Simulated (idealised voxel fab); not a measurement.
process module | voxel quadruple lines
cross-section cut | 280 nm wide | cells 5 nm
A cross-section is a grid of square cells, given in bands from the top down. A band is one or more rows of cells.
Each band's line starts with the height of the band's top and of its bottom, in nm. Then come its materials from left to right, each with its width in nm. One material with "throughout" fills the band from edge to edge. "air" is empty space.
Height 0 is the level under which the wafer as received is all one material. The lowest band goes on downwards, as in "0 down".
A width such as "30 to 40" changes by the same amount from each row of cells to the next, from the band's top row to its bottom row.
"no change" after a step means that no cell of the cross-section changed.
closed voids: empty space of 8 cells or more with no open way to the top, each as width x height at its distance from the left edge, in nm
after a step's settings: what the simulator itself notes on the step
overlay nm, on a step with a mask: how far to the right of its planned place the mask lay; to the left if negative
plan
1 op RECEIVE | material Si
2 op CONFORMAL_DEP | material Al2O3 | thk nm 5
3 op DIRECTIONAL_DEP | material Ru | thk nm 10
4 op DIRECTIONAL_DEP | material polySi | thk nm 20
5 op DIRECTIONAL_DEP | material aC | thk nm 20
6 op PATTERN | tone cover | mask id MANDREL | material resist | width nm 20 | thk nm 25 | overlay nm 0
7 op DIRECTIONAL_ETCH | etch materials aC | depth nm 20
8 op STRIP | etch materials resist
9 op CONFORMAL_DEP | material SiO2 | thk nm 10
10 op DIRECTIONAL_ETCH | etch materials SiO2 | depth nm 10
11 op STRIP | etch materials aC
12 op DIRECTIONAL_ETCH | etch materials polySi | depth nm 20
13 op STRIP | etch materials SiO2
14 op CONFORMAL_DEP | material SiCN | thk nm 5
15 op DIRECTIONAL_ETCH | etch materials SiCN | depth nm 5
16 op STRIP | etch materials polySi
17 op DIRECTIONAL_ETCH | etch materials Ru | depth nm 10
18 op STRIP | etch materials SiCN
19 op FILL_DEP | material lowk | thk nm 10
20 op CMP | height nm 15
as received, after step 1
  0 down: Si throughout
  closed voids: none
first wafer at the end, as planned
  15 to 5: lowk 115 | Ru 5 | lowk 10 | Ru 5 | lowk 10 | Ru 5 | lowk 10 | Ru 5 | lowk 115
  5 to 0: Al2O3 throughout
  0 down: Si throughout
  closed voids: none
second wafer at the end: like start, like plan, one mistake
  15 to 10: lowk throughout
  10 to 5: lowk 115 | Ru 5 | lowk 10 | Ru 5 | lowk 10 | Ru 5 | lowk 10 | Ru 5 | lowk 115
  5 to 0: Al2O3 throughout
  0 down: Si throughout
  closed voids: none
what went wrong: step 3 ran as: op DIRECTIONAL_DEP | material Ru | thk nm 5
at the end the second wafer has, in cells: 4 fewer of Ru | 4 more of lowk
